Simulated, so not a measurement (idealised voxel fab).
process module | voxel spacer lines
cross-section cut | 225 nm wide | cells 5 nm
A cross-section is a grid of square cells, given in bands from the top down. A band is one or more rows of cells.
Each band's line starts with the height of the band's top and of its bottom, in nm. Then come its materials from left to right, each with its width in nm. One material with "throughout" fills the band from edge to edge. "air" is empty space.
Height 0 is the level under which the wafer as received is all one material. The lowest band goes on downwards, as in "0 down".
A width such as "30 to 40" changes by the same amount from each row of cells to the next, from the band's top row to its bottom row.
"no change" after a step means that no cell of the cross-section changed.
closed voids: empty space of 8 cells or more with no open way to the top, each as width x height at its distance from the left edge, in nm
after a step's settings: what the simulator itself notes on the step
overlay nm, on a step with a mask: how far to the right of its planned place the mask lay; to the left if negative
plan
1 op RECEIVE | material Si
2 op CONFORMAL_DEP | material SiO2 | thk nm 10
3 op DIRECTIONAL_DEP | material TiN | thk nm 10
4 op DIRECTIONAL_DEP | material polySi | thk nm 20
5 op PATTERN | tone cover | mask id MANDREL | material resist | width nm 20 | pitch nm 70 | thk nm 30 | overlay nm 0
6 op DIRECTIONAL_ETCH | etch materials polySi | depth nm 20
7 op STRIP | etch materials resist
8 op CONFORMAL_DEP | material SiN | thk nm 15
9 op DIRECTIONAL_ETCH | etch materials SiN | depth nm 15
10 op STRIP | etch materials polySi
11 op DIRECTIONAL_ETCH | etch materials TiN | depth nm 10
12 op STRIP | etch materials SiN
first wafer, as planned
as received, after step 1
  0 down: Si throughout
  closed voids: none
after step 2
  10 to 0: SiO2 throughout
  below 0: unchanged
after step 3
  20 to 10: TiN throughout
  below 10: unchanged
after step 4
  40 to 20: polySi throughout
  below 20: unchanged
after step 5
  70 to 40: air 30 | resist 20 | air 50 | resist 20 | air 50 | resist 20 | air 35
  below 40: unchanged
after step 6
  70 to 40: air 30 | resist 20 | air 50 | resist 20 | air 50 | resist 20 | air 35
  40 to 20: air 30 | polySi 20 | air 50 | polySi 20 | air 50 | polySi 20 | air 35
  below 20: unchanged
after step 7
  40 to 20: air 30 | polySi 20 | air 50 | polySi 20 | air 50 | polySi 20 | air 35
  below 20: unchanged
after step 8
  55 to 40: air 15 | SiN 50 | air 20 | SiN 50 | air 20 | SiN 50 | air 20
  40 to 35: air 15 | SiN 15 | polySi 20 | SiN 15 | air 20 | SiN 15 | polySi 20 | SiN 15 | air 20 | SiN 15 | polySi 20 | SiN 15 | air 20
  35 to 20: SiN 30 | polySi 20 | SiN 50 | polySi 20 | SiN 50 | polySi 20 | SiN 35
  below 20: unchanged
after step 9
  40 to 20: air 15 | SiN 15 | polySi 20 | SiN 15 | air 20 | SiN 15 | polySi 20 | SiN 15 | air 20 | SiN 15 | polySi 20 | SiN 15 | air 20
  below 20: unchanged
after step 10
  40 to 20: air 15 | SiN 15 | air 20 | SiN 15 | air 20 | SiN 15 | air 20 | SiN 15 | air 20 | SiN 15 | air 20 | SiN 15 | air 20
  below 20: unchanged
after step 11
  40 to 20: air 15 | SiN 15 | air 20 | SiN 15 | air 20 | SiN 15 | air 20 | SiN 15 | air 20 | SiN 15 | air 20 | SiN 15 | air 20
  20 to 10: air 15 | TiN 15 | air 20 | TiN 15 | air 20 | TiN 15 | air 20 | TiN 15 | air 20 | TiN 15 | air 20 | TiN 15 | air 20
  below 10: unchanged
after step 12
  20 to 10: air 15 | TiN 15 | air 20 | TiN 15 | air 20 | TiN 15 | air 20 | TiN 15 | air 20 | TiN 15 | air 20 | TiN 15 | air 20
  below 10: unchanged
second wafer: like start, like plan, one mistake. Through step 5 it matches the first wafer
when step 6 should have ended
  70 to 40: air 30 | resist 20 | air 50 | resist 20 | air 50 | resist 20 | air 35
  40 to 20: air 30 | polySi 20 | air 50 | polySi 20 | air 50 | polySi 20 | air 35
  below 20: unchanged
when step 7 should have ended
  40 to 20: air 30 | polySi 20 | air 50 | polySi 20 | air 50 | polySi 20 | air 35
  below 20: unchanged
when step 8 should have ended
  55 to 40: air 15 | SiN 50 | air 20 | SiN 50 | air 20 | SiN 50 | air 20
  40 to 35: air 15 | SiN 15 | polySi 20 | SiN 15 | air 20 | SiN 15 | polySi 20 | SiN 15 | air 20 | SiN 15 | polySi 20 | SiN 15 | air 20
  35 to 20: SiN 30 | polySi 20 | SiN 50 | polySi 20 | SiN 50 | polySi 20 | SiN 35
  below 20: unchanged
when step 9 should have ended
  40 to 20: air 15 | SiN 15 | polySi 20 | SiN 15 | air 20 | SiN 15 | polySi 20 | SiN 15 | air 20 | SiN 15 | polySi 20 | SiN 15 | air 20
  below 20: unchanged
when step 10 should have ended
  40 to 20: air 15 | SiN 15 | air 20 | SiN 15 | air 20 | SiN 15 | air 20 | SiN 15 | air 20 | SiN 15 | air 20 | SiN 15 | air 20
  below 20: unchanged
when step 11 should have ended
  40 to 20: air 15 | SiN 15 | air 20 | SiN 15 | air 20 | SiN 15 | air 20 | SiN 15 | air 20 | SiN 15 | air 20 | SiN 15 | air 20
  20 to 10: air 15 | TiN 15 | air 20 | TiN 15 | air 20 | TiN 15 | air 20 | TiN 15 | air 20 | TiN 15 | air 20 | TiN 15 | air 20
  below 10: unchanged
when step 12 should have ended
  20 to 10: air 15 | TiN 15 | air 20 | TiN 15 | air 20 | TiN 15 | air 20 | TiN 15 | air 20 | TiN 15 | air 20 | TiN 15 | air 20
  below 10: unchanged
what went wrong: step 6 was run twice
at the end the two cross-sections are the same: no effect in what this model computes
